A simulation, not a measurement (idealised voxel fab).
Herein follows the process module entitled voxel trench capacitor.
270 nm wide, 5 nm square cells: that's cross-section cut.
If you're reading a cross-section in this doc, picture square cells in a grid; it comes to you as bands, top ones listed first down to the bottom, and a band can be one or more rows of cells.
Look at the band entry: it leads with the top's height and the bottom's height in nm. Then it lists the materials left to right, with a width in nm for each. The word "everywhere" on a single material says that material fills the band edge to edge. The word "air" is empty space.
The reference from which all heights are counted is 0, the level beneath which the as-received wafer is entirely one material; the lowest band, having no lower bound, proceeds downward and is written after the example "0 -> down".
A width such as "30->40" changes by the same amount from each row of cells to the next, from the band's top row to its bottom row.
No cell of the cross-section changed in a step that is given as "changes: none".
Listed in "Entrapped void list": every empty space of 8 or more cells without an open way to the top. Form: width x height at distance, the distance being from the left edge, all in nm.
On each step's line, the part that comes after the settings is the simulator's own comment on the step.
For masked steps, "overlay nm" on the step line gives how far right of plan the mask actually lay; a minus sign means it lay to the left.
## Set out below are the planned steps of the process
1,op RECEIVE | material Si
2,op CONFORMAL_DEP | material SiN | thk nm 5
3,op DIRECTIONAL_DEP | material aC | thk nm 15
4,op PATTERN | tone open | mask id TRENCH | material resist | width nm 15 | pitch nm 30 | thk nm 35 | overlay nm 0
5,op DIRECTIONAL_ETCH | etch materials aC | depth nm 15
6,op STRIP | etch materials resist
7,op DIRECTIONAL_ETCH | etch materials SiN | depth nm 5
8,op DIRECTIONAL_ETCH | etch materials Si | depth nm 35
9,op STRIP | etch materials aC
10,op CONFORMAL_DEP | material SiO2 | thk nm 5
11,op FILL_DEP | material polySi | thk nm 10
12,op CMP | height nm 5
## As-received wafer cross-section (after step 1)
    0 -> down = Si everywhere
    Entrapped void list: none
## Same starting wafer, same plan as above, one mistake in the execution; this is the cross-section at the end of the module
    5 -> 0 = SiN=100, polySi=5, SiN=25, polySi=5, SiN=25, polySi=5, SiN=105
    0 -> -30 = Si=95, SiN=5, polySi=5, SiN=5, Si=15, SiN=5, polySi=5, SiN=5, Si=15, SiN=5, polySi=5, SiN=5, Si=100
    -30 -> -35 = Si=95, SiN=15, Si=15, SiN=15, Si=15, SiN=15, Si=100
    -35 -> down = Si everywhere
    Entrapped void list: none
What broke from the plan during processing? rather than as planned, step 10 actually ran as op CONFORMAL_DEP | material SiN | thk nm 5
